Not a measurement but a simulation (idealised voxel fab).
The following process module bears the name voxel local oxidation.
Section shown: cut. Width: 175 nm. Cell size: 5 nm, square.
When this document writes out a cross-section, it uses a grid of square cells and lists it as bands, beginning at the top and moving down, with a band standing for one or more rows of cells. Band entry format. Leading values: height of top, height of bottom, nm. Remainder: materials in left-to-right order, each with its width in nm. Special words: "edge to edge" on a single material, which then fills the band edge to edge; "blank", empty space. Convention: height 0 is the level below which the wafer, as received, is all one material. The lowest band does not terminate at the bottom but continues downward, represented as "top 0, no bottom". Width "30->40": first value at the band's top row of cells, second value at its bottom row, equal change from row to row. Where a step carries "identical to before", the cross-section came out of it unchanged, cell for cell. So "Closed void entries" is basically the list of trapped voids: any empty space of 8 cells or more that can't reach the top through an opening. They're written width x height at distance, the distance being from the left edge, and it's all nm. On each step's line, the part that comes after the settings is the simulator's own comment on the step. The line of a step may include "overlay nm". On a step with a mask, this value is how far to the right of its planned place the mask lay. A negative value means the mask lay to the left.
List of planned process steps:
1 RECEIVE (material Si)
2 CONFORMAL_DEP (material SiO2; thk nm 5)
3 CONFORMAL_DEP (material SiN; thk nm 15)
4 MASKED_ETCH (tone cover; mask id ACTIVE; width nm 90; etch materials SiN; depth nm 15; overlay nm 0)
5 SELECTIVE_ETCH (etch materials SiO2; depth nm 5)
6 OXIDIZE (depth nm 15)
7 STRIP (etch materials SiN)
The first of the two wafers, which ran as planned:
As-received wafer cross-section (after step 1):
  top 0, no bottom = Si edge to edge
  Closed void entries: none
Take a look at the wafer's cross-section after step 2:
  top 5, bottom 0 = SiO2 edge to edge
  Note: structure below 0 unchanged.
Take a look at the wafer's cross-section after step 3:
  top 20, bottom 5 = SiN edge to edge
  Note: structure below 5 unchanged.
Take a look at the wafer's cross-section after step 4:
  top 20, bottom 5 = 40 blank, then 90 SiN, then 45 blank
  Note: structure below 5 unchanged.
Take a look at the wafer's cross-section after step 5:
  top 20, bottom 5 = 40 blank, then 90 SiN, then 45 blank
  top 5, bottom 0 = 45 blank, then 80 SiO2, then 50 blank
  Note: structure below 0 unchanged.
Take a look at the wafer's cross-section after step 6:
  top 20, bottom 5 = 40 blank, then 90 SiN, then 45 blank
  top 5, bottom 0 = 45 blank, then 80 SiO2, then 50 blank
  top 0, bottom -15 = 60 SiO2, then 50 Si, then 65 SiO2
  Note: structure below -15 unchanged.
Take a look at the wafer's cross-section after step 7:
  top 5, bottom 0 = 45 blank, then 80 SiO2, then 50 blank
  Note: structure below 0 unchanged.
Companion wafer, the second of two: same beginning, same intended sequence, one mistake in carrying it out; through step 3 inclusive it tracks the first exactly:
What the second wafer looks like in cross-section when step 4 should have wrapped up:
  top 20, bottom 5 = 40 SiN, then 90 blank, then 45 SiN
  Note: structure below 5 unchanged.
What the second wafer looks like in cross-section when step 5 should have wrapped up:
  top 20, bottom 5 = 40 SiN, then 90 blank, then 45 SiN
  top 5, bottom 0 = 35 SiO2, then 100 blank, then 40 SiO2
  Note: structure below 0 unchanged.
What the second wafer looks like in cross-section when step 6 should have wrapped up:
  top 20, bottom 5 = 40 SiN, then 90 blank, then 45 SiN
  top 5, bottom 0 = 35 SiO2, then 100 blank, then 40 SiO2
  top 0, bottom -15 = 20 Si, then 130 SiO2, then 25 Si
  Note: structure below -15 unchanged.
What the second wafer looks like in cross-section when step 7 should have wrapped up:
  top 5, bottom 0 = 35 SiO2, then 100 blank, then 40 SiO2
  Note: structure below 0 unchanged.
Error vs. plan: in deviation from the planned setting, step 4 was conducted as MASKED_ETCH (tone open; mask id ACTIVE; width nm 90; etch materials SiN; depth nm 15; overlay nm 0)
Heads up, by the end the second wafer has more or fewer cells of some materials compared to the first: -3 Si, +2 SiO2
